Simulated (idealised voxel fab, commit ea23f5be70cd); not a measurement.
voxel ribs on slabs: a process module
Cross-sectional view cut (width: 175 nm; square cell size: 5 nm).
A cross-section in this document is a grid of square cells, and it is written down as bands, the top band listed before the ones below it; a band is made up of one or more rows of cells.
Top height, bottom height, nm. Materials left to right, width each, nm. Single material + "everywhere" = fills band edge to edge. "empty" = empty.
Height datum 0, below which the as-received substrate wafer is one material. Lowest band open at the bottom, running downward: "0 down".
With a width like "30->40", each row of cells in the band differs from the next by the same amount, the top row carrying the first number and the bottom row the second.
"no modification" (step): cross-section cells unchanged, all of them.
So "Closed voids list" is basically the list of trapped voids: any empty space of 8 cells or more that can't reach the top through an opening. They're written width x height at distance, the distance being from the left edge, and it's all nm.
On each step's line, the part that comes after the settings is the simulator's own comment on the step.
Steps that use a mask can have "overlay nm" on their line. It says how far the mask sat to the right of where it was meant to be. Negative means to the left.
Planned process steps
| 1 | RECEIVE (material Si) |
| 2 | DIRECTIONAL_DEP (material SiO2; thk nm 20) |
| 3 | DIRECTIONAL_DEP (material polySi; thk nm 15) |
| 4 | DIRECTIONAL_DEP (material aC; thk nm 15) |
| 5 | PATTERN (tone cover; mask id RIB; material resist; width nm 30; thk nm 35; overlay nm 0) |
| 6 | DIRECTIONAL_ETCH (etch materials aC; depth nm 15) |
| 7 | STRIP (etch materials resist) |
| 8 | DIRECTIONAL_ETCH (etch materials polySi; depth nm 10) |
| 9 | STRIP (etch materials aC) |
| 10 | MASKED_ETCH (tone cover; mask id SLAB; width nm 70; etch materials polySi; depth nm 5; overlay nm 0) |
| 11 | FILL_DEP (material SiO2; thk nm 20) |
| 12 | CMP (height nm 45) |
| 13 | DIRECTIONAL_DEP (material W; thk nm 10) |
| 14 | DIRECTIONAL_DEP (material aC; thk nm 15) |
| 15 | PATTERN (tone cover; mask id HEATER; material resist; width nm 40; thk nm 35; overlay nm 0) |
| 16 | DIRECTIONAL_ETCH (etch materials aC; depth nm 15) |
| 17 | STRIP (etch materials resist) |
| 18 | DIRECTIONAL_ETCH (etch materials W; depth nm 10) |
| 19 | STRIP (etch materials aC) |
| 20 | CONFORMAL_DEP (material SiO2; thk nm 10) |
Cross-section, incoming material, after step 1
0 down | Si everywhere
Closed voids list: none
first wafer at the end, as planned
65 to 55 | empty: 55  SiO2: 60  empty: 60
55 to 45 | SiO2: 65  W: 40  SiO2: 70
45 to 35 | SiO2 everywhere
35 to 25 | SiO2: 70  polySi: 30  SiO2: 75
25 to 20 | SiO2: 50  polySi: 70  SiO2: 55
20 to 0 | SiO2 everywhere
0 down | Si everywhere
Closed voids list: none
Cross-section, second wafer: same start as the first, same plan as the first, one mistake in running it; taken at the end of the module
65 to 55 | empty: 55  SiO2: 60  empty: 60
55 to 45 | SiO2: 65  W: 40  SiO2: 70
45 to 40 | SiO2 everywhere
40 to 35 | SiO2: 50  polySi: 70  SiO2: 55
35 to 20 | aC everywhere
20 to 0 | SiO2 everywhere
0 down | Si everywhere
Closed voids list: none
Here's what went sideways: steps 3 and 4: order swapped relative to plan
Per the end-of-run cell counts, the second wafer holds more or fewer of some materials than the first: SiO2 -93; aC +105; polySi -12
